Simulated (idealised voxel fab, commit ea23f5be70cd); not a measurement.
Module name: voxel wiring stack (process module)
The width of the displayed cross-section, cut, is 275 nm; its cells are square, with a size of 5 nm.
The cross-sections in this document take the form of a grid made of square cells. They are written out as bands, in order from top to bottom. Each band consists of one or more rows of cells. Each band's line starts with the height of the band's top and of its bottom, in nm. Then come its materials from left to right, each with its width in nm. One material with "throughout" fills the band from edge to edge. "blank" is empty space. A quick word on heights: they are counted from 0, and under that level the wafer as it came to us is one material throughout. The lowest band is different from the rest in having no bottom; it simply continues downward, written as in "0..down". Think of "30->40" as a width that walks from the first number to the second as you go down the band, top row to bottom row, taking equal-sized steps from row to row. Step note "nothing was modified" = no cross-section cell changed. "Fully sealed voids" lists enclosed empty spaces (at least 8 cells, no open path upward to the top), each as width x height at distance from the left edge, in nm. Post-settings text on a step line: simulator's own remark regarding the step. overlay nm: step with mask; distance mask lay right of planned place; negative value = left of planned place.

-- The steps planned for the process are as follows
step 1: op RECEIVE | material Si
step 2: op CONFORMAL_DEP | material SiO2 | thk nm 15
step 3: op DIRECTIONAL_DEP | material TiN | thk nm 5
step 4: op DIRECTIONAL_DEP | material Ru | thk nm 20
step 5: op PATTERN | tone cover | mask id METAL_1 | material resist | width nm 30 | pitch nm 50 | thk nm 20 | overlay nm 0
step 6: op DIRECTIONAL_ETCH | etch materials Ru | depth nm 20
step 7: op DIRECTIONAL_ETCH | etch materials TiN | depth nm 5
step 8: op STRIP | etch materials resist
step 9: op CONFORMAL_DEP | material SiN | thk nm 5
step 10: op FILL_DEP | material SiO2 | thk nm 5
step 11: op CMP | height nm 40
step 12: op CONFORMAL_DEP | material SiCN | thk nm 5
step 13: op DIRECTIONAL_DEP | material SiO2 | thk nm 15
step 14: op MASKED_ETCH | tone open | mask id PLUG_1 | width nm 15 | etch materials SiO2 | depth nm 15 | overlay nm 0
step 15: op MASKED_ETCH | tone open | mask id PLUG_1 | width nm 15 | etch materials SiCN | depth nm 5 | overlay nm 0
step 16: op EPI | material Ru | thk nm 10
step 17: op EPI | material Ru | thk nm 10
step 18: op DIRECTIONAL_DEP | material TiN | thk nm 5
step 19: op DIRECTIONAL_DEP | material Ru | thk nm 25
step 20: op MASKED_ETCH | tone cover | mask id METAL_2 | width nm 30 | pitch nm 50 | etch materials Ru | depth nm 25 | overlay nm 0
step 21: op MASKED_ETCH | tone cover | mask id METAL_2 | width nm 30 | pitch nm 50 | etch materials TiN | depth nm 5 | overlay nm 0
step 22: op FILL_DEP | material lowk | thk nm 5
step 23: op CMP | height nm 90
step 24: op CONFORMAL_DEP | material SiCN | thk nm 5
step 25: op DIRECTIONAL_DEP | material SiO2 | thk nm 20
step 26: op MASKED_ETCH | tone open | mask id PLUG_2 | width nm 15 | etch materials SiO2 | depth nm 20 | overlay nm 0
step 27: op MASKED_ETCH | tone open | mask id PLUG_2 | width nm 15 | etch materials SiCN | depth nm 5 | overlay nm 0
step 28: op EPI | material Ru | thk nm 10
step 29: op EPI | material Ru | thk nm 10
step 30: op EPI | material Ru | thk nm 5
step 31: op DIRECTIONAL_DEP | material TiN | thk nm 5
step 32: op DIRECTIONAL_DEP | material W | thk nm 20
step 33: op DIRECTIONAL_DEP | material aC | thk nm 10
step 34: op PATTERN | tone cover | mask id METAL_3 | material resist | width nm 30 | pitch nm 50 | thk nm 30 | overlay nm 0
step 35: op DIRECTIONAL_ETCH | etch materials aC | depth nm 10
step 36: op STRIP | etch materials resist
step 37: op DIRECTIONAL_ETCH | etch materials W | depth nm 20
step 38: op DIRECTIONAL_ETCH | etch materials TiN | depth nm 5
step 39: op STRIP | etch materials aC
step 40: op FILL_DEP | material lowk | thk nm 5
step 41: op CMP | height nm 140
step 42: op CONFORMAL_DEP | material SiCN | thk nm 5
The value of width nm given for step 14 in the plan refers to the first wafer; the wafers vary in this setting and are alike at the start.

-- Received wafers, first of several: cross-section after step 1
0..down  Si throughout
Fully sealed voids: none

-- Note: the following table is arranged by wafer, a row apiece. Each row reports the end-of-module state: per material, cells gained (+) or cells lost (-) compared with the wafer as received; closed voids follow
width nm 15, +135 Ru, +159 SiCN, +59 SiN, +685 SiO2, +36 TiN, +48 W, +473 lowk, Fully sealed voids: none
width nm 20, +138 Ru, +159 SiCN, +59 SiN, +682 SiO2, +36 TiN, +48 W, +473 lowk, Fully sealed voids: none
width nm 25, +141 Ru, +159 SiCN, +59 SiN, +679 SiO2, +36 TiN, +48 W, +473 lowk, Fully sealed voids: none
width nm 30, +144 Ru, +159 SiCN, +59 SiN, +676 SiO2, +36 TiN, +48 W, +473 lowk, Fully sealed voids: none
